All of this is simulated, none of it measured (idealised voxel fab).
The following process module bears the name voxel capacitor over wiring.
The cross-section on display is named cut; it measures 225 nm wide, and its cells are 5 nm squares.
Each cross-section below is a grid of square cells, stated as bands in top-down order, with one or more rows of cells making up each band.
Band entry format. Leading values: height of top, height of bottom, nm. Remainder: materials in left-to-right order, each with its width in nm. Special words: "full width" on a single material, which then fills the band edge to edge; "empty", empty space.
Zero point of the height axis is 0; under it, received wafer = one material. Lowest band: continues down indefinitely, "top 0, no bottom".
The width entry "30..40" should be interpreted row by row: the top row of cells in the band takes the first number, the bottom row takes the second number, and the change between adjacent rows is uniform throughout.
Any step labelled "nothing different" changed none of the cells in the cross-section.
For the entry "Unvented cavities", the listed items are empty spaces with no open way to the top whose size is 8 cells or more; each item follows the pattern width x height at distance, where distance is from the left edge and all three are in nm.
It should be noted that, on the line of a given step, the content following the step's settings is a remark produced by the simulator itself with respect to that step.
What "overlay nm" on a step's line means: if the step has a mask, that mask lay this far to the right of its planned place, or, when the value is negative, to the left.

LISTED BELOW ARE THE PROCESS STEPS AS PLANNED
- 1: RECEIVE | material Si
- 2: CONFORMAL_DEP | material SiO2 | thk nm 10
- 3: CONFORMAL_DEP | material SiN | thk nm 5
- 4: DIRECTIONAL_DEP | material SiO2 | thk nm 20
- 5: DIRECTIONAL_DEP | material aC | thk nm 15
- 6: PATTERN | tone open | mask id METAL_1 | material resist | width nm 25 | pitch nm 85 | thk nm 35 | overlay nm 0
- 7: DIRECTIONAL_ETCH | etch materials aC | depth nm 15
- 8: STRIP | etch materials resist
- 9: DIRECTIONAL_ETCH | etch materials SiO2 | depth nm 20
- 10: DIRECTIONAL_ETCH | etch materials SiN | depth nm 5
- 11: STRIP | etch materials aC
- 12: CONFORMAL_DEP | material TiN | thk nm 5
- 13: FILL_DEP | material Cu | thk nm 10
- 14: CMP | height nm 35
- 15: CONFORMAL_DEP | material SiCN | thk nm 5
- 16: DIRECTIONAL_DEP | material lowk | thk nm 20
- 17: MASKED_ETCH | tone open | mask id PLUG_1 | width nm 15 | etch materials lowk | depth nm 20 | overlay nm 0
- 18: MASKED_ETCH | tone open | mask id PLUG_1 | width nm 15 | etch materials SiCN | depth nm 5 | overlay nm 0
- 19: CONFORMAL_DEP | material TiN | thk nm 5
- 20: FILL_DEP | material W | thk nm 5
- 21: CMP | height nm 60
- 22: DIRECTIONAL_DEP | material TiN | thk nm 10
- 23: DIRECTIONAL_DEP | material SiN | thk nm 5
- 24: DIRECTIONAL_DEP | material TiN | thk nm 10
- 25: PATTERN | tone cover | mask id UPPER_PLATE | material resist | width nm 65 | thk nm 20 | overlay nm 0
- 26: DIRECTIONAL_ETCH | etch materials TiN | depth nm 10
- 27: DIRECTIONAL_ETCH | etch materials SiN | depth nm 5
- 28: STRIP | etch materials resist
- 29: MASKED_ETCH | tone cover | mask id LOWER_PLATE | width nm 75 | etch materials TiN | depth nm 10 | overlay nm 0
- 30: FILL_DEP | material SiO2 | thk nm 15
- 31: CMP | height nm 95
- 32: DIRECTIONAL_DEP | material aC | thk nm 10
- 33: PATTERN | tone open | mask id PLUG_2 | material resist | width nm 15 | thk nm 25 | overlay nm 0
- 34: DIRECTIONAL_ETCH | etch materials aC | depth nm 10
- 35: STRIP | etch materials resist
- 36: DIRECTIONAL_ETCH | etch materials SiO2 | depth nm 10
- 37: STRIP | etch materials aC
- 38: CONFORMAL_DEP | material TiN | thk nm 5
- 39: FILL_DEP | material Cu | thk nm 10
- 40: CMP | height nm 95
- 41: CONFORMAL_DEP | material SiCN | thk nm 5

CROSS-SECTION, INCOMING MATERIAL, AFTER STEP 1
top 0, no bottom: Si full width
Unvented cavities: none

FIRST WAFER OF TWO, SECTIONED AT END OF MODULE; RUN WENT PER PLAN
top 100, bottom 95: SiCN full width
top 95, bottom 90: SiO2: 75, TiN: 5, Cu: 5, TiN: 5, SiO2: 135
top 90, bottom 85: SiO2: 75, TiN: 15, SiO2: 135
top 85, bottom 75: SiO2: 65, TiN: 65, SiO2: 95
top 75, bottom 70: SiO2: 65, SiN: 65, SiO2: 95
top 70, bottom 60: SiO2: 60, TiN: 75, SiO2: 90
top 60, bottom 40: lowk: 65, TiN: 5, W: 5, TiN: 5, lowk: 145
top 40, bottom 35: SiCN: 65, TiN: 15, SiCN: 145
top 35, bottom 15: SiO2: 55, TiN: 5, Cu: 15, TiN: 5, SiO2: 60, TiN: 5, Cu: 15, TiN: 5, SiO2: 60
top 15, bottom 10: SiN: 55, TiN: 25, SiN: 60, TiN: 25, SiN: 60
top 10, bottom 0: SiO2 full width
top 0, no bottom: Si full width
Unvented cavities: none

THIS CROSS-SECTION BELONGS TO THE SECOND WAFER OF TWO AT THE END OF THE MODULE; THE START AND THE PLAN WERE SHARED WITH THE FIRST, AND THE RUN INCLUDED ONE MISTAKE
top 100, bottom 95: SiCN full width
top 95, bottom 90: SiO2: 75, TiN: 5, Cu: 5, TiN: 5, SiO2: 135
top 90, bottom 85: SiO2: 75, TiN: 15, SiO2: 135
top 85, bottom 75: SiO2: 65, TiN: 65, SiO2: 95
top 75, bottom 70: SiO2: 65, SiN: 65, SiO2: 95
top 70, bottom 60: W full width
top 60, bottom 40: lowk: 65, TiN: 5, W: 5, TiN: 5, lowk: 145
top 40, bottom 35: SiCN: 65, TiN: 15, SiCN: 145
top 35, bottom 15: SiO2: 55, TiN: 5, Cu: 15, TiN: 5, SiO2: 60, TiN: 5, Cu: 15, TiN: 5, SiO2: 60
top 15, bottom 10: SiN: 55, TiN: 25, SiN: 60, TiN: 25, SiN: 60
top 10, bottom 0: SiO2 full width
top 0, no bottom: Si full width
Unvented cavities: none
What broke from the plan during processing? step 22 ran differently from the plan; actual operation with settings: DIRECTIONAL_DEP | material W | thk nm 10
Count the cells at the end and the second wafer has more or fewer of some materials than the first: 60 fewer of SiO2 | 30 fewer of TiN | 90 more of W
